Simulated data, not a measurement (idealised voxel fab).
You're looking at the process module voxel self aligned vias.
Section shown: cut. Width: 225 nm. Cell size: 5 nm, square.
The cross-sections in this document take the form of a grid made of square cells. They are written out as bands, in order from top to bottom. Each band consists of one or more rows of cells.
Quick guide to a band line: top height, bottom height (nm) up front; then every material left to right with its width in nm. Only one material and it's marked "edge to edge"? Then it fills the band edge to edge. And "blank" just means empty space.
Heights are reckoned from 0. Under this level, the received wafer is all of one material. The bottommost band is open-ended downward, for example "0 down".
The notation "30 to 40" denotes a width that varies across the rows of cells in the band, beginning at the first number in the top row, finishing at the second number in the bottom row, and changing by an identical amount from each row to the next.
"identical to before", as given for a step, is the statement that not any cell of the cross-section underwent a change during that step.
Basically, "Fully sealed cavities" tells you about the enclosed voids: empty spaces with no open way to the top, 8 cells or bigger, each written width x height at distance, where distance is from the left edge, all in nm.
The remark found on a step's line after its settings is issued by the simulator itself and pertains to that step.
For masked steps, "overlay nm" on the step line gives how far right of plan the mask actually lay; a minus sign means it lay to the left.

**Process steps foreseen in the plan**
1. RECEIVE, material Si
2. CONFORMAL_DEP, material SiO2, thk nm 15
3. CONFORMAL_DEP, material SiCN, thk nm 5
4. DIRECTIONAL_DEP, material SiO2, thk nm 25
5. DIRECTIONAL_DEP, material aC, thk nm 10
6. PATTERN, tone open, mask id LINES, material resist, width nm 20, pitch nm 55, thk nm 25, overlay nm 0
7. DIRECTIONAL_ETCH, etch materials aC, depth nm 10
8. STRIP, etch materials resist
9. DIRECTIONAL_ETCH, etch materials SiO2, depth nm 25
10. STRIP, etch materials aC
11. CONFORMAL_DEP, material TiN, thk nm 5
12. FILL_DEP, material Ru, thk nm 10
13. CMP, height nm 45
14. SELECTIVE_ETCH, etch materials W Ru TiN, depth nm 10
15. FILL_DEP, material SiN, thk nm 10
16. CMP, height nm 45
17. DIRECTIONAL_DEP, material SiO2, thk nm 15
18. DIRECTIONAL_DEP, material aC, thk nm 15
19. PATTERN, tone open, mask id VIAS, material resist, width nm 40, thk nm 35, overlay nm 0
20. DIRECTIONAL_ETCH, etch materials aC, depth nm 15
21. STRIP, etch materials resist
22. DIRECTIONAL_ETCH, etch materials SiO2, depth nm 15
23. DIRECTIONAL_ETCH, etch materials SiN, depth nm 10
24. STRIP, etch materials aC
25. CONFORMAL_DEP, material TiN, thk nm 5
26. FILL_DEP, material Ru, thk nm 10
27. CMP, height nm 60
28. CONFORMAL_DEP, material SiN, thk nm 5
Be aware that, although all wafers share a common starting state, the width nm at step 6 differs among them, and the plan displays the first wafer's value.

**Step 1 complete: as-received cross-section of the first of several wafers**
    0 down | Si edge to edge
    Fully sealed cavities: none

**Quick look at the cross-section of the first of several wafers after step 28, which wraps up the module**
    65 to 60 | SiN edge to edge
    60 to 50 | SiO2 65 nm; TiN 5 nm; Ru 30 nm; TiN 5 nm; SiO2 120 nm
    50 to 45 | SiO2 65 nm; TiN 15 nm; Ru 10 nm; TiN 15 nm; SiO2 120 nm
    45 to 40 | SiO2 75 nm; TiN 5 nm; Ru 10 nm; TiN 5 nm; SiO2 35 nm; SiN 20 nm; SiO2 75 nm
    40 to 35 | SiO2 75 nm; TiN 20 nm; SiO2 35 nm; SiN 20 nm; SiO2 75 nm
    35 to 25 | SiO2 75 nm; TiN 5 nm; Ru 10 nm; TiN 5 nm; SiO2 35 nm; TiN 5 nm; Ru 10 nm; TiN 5 nm; SiO2 75 nm
    25 to 20 | SiO2 75 nm; TiN 20 nm; SiO2 35 nm; TiN 20 nm; SiO2 75 nm
    20 to 15 | SiCN edge to edge
    15 to 0 | SiO2 edge to edge
    0 down | Si edge to edge
    Fully sealed cavities: none

**Last wafer of the set, cross-sectioned at end of module**
    65 to 60 | SiN edge to edge
    60 to 45 | SiO2 65 nm; TiN 5 nm; Ru 30 nm; TiN 5 nm; SiO2 120 nm
    45 to 40 | SiO2 65 nm; TiN 5 nm; Ru 30 nm; TiN 5 nm; SiO2 15 nm; SiN 40 nm; SiO2 65 nm
    40 to 35 | SiO2 65 nm; TiN 40 nm; SiO2 15 nm; SiN 40 nm; SiO2 65 nm
    35 to 25 | SiO2 65 nm; TiN 5 nm; Ru 30 nm; TiN 5 nm; SiO2 15 nm; TiN 5 nm; Ru 30 nm; TiN 5 nm; SiO2 65 nm
    25 to 20 | SiO2 65 nm; TiN 40 nm; SiO2 15 nm; TiN 40 nm; SiO2 65 nm
    20 to 15 | SiCN edge to edge
    15 to 0 | SiO2 edge to edge
    0 down | Si edge to edge
    Fully sealed cavities: none

**Below is a per-wafer table. In it, each row describes the wafer at the end of the module by giving, for each material, the number of cells gained (+) or lost (-) since the wafer was received, and after that the closed voids of the wafer**
width nm 20; +24 Ru; +45 SiCN; +53 SiN; +431 SiO2; +32 TiN; Fully sealed cavities: none
width nm 25; +30 Ru; +45 SiCN; +55 SiN; +421 SiO2; +34 TiN; Fully sealed cavities: none
width nm 30; +36 Ru; +45 SiCN; +57 SiN; +411 SiO2; +36 TiN; Fully sealed cavities: none
width nm 35; +42 Ru; +45 SiCN; +59 SiN; +401 SiO2; +38 TiN; Fully sealed cavities: none
width nm 40; +48 Ru; +45 SiCN; +61 SiN; +391 SiO2; +40 TiN; Fully sealed cavities: none
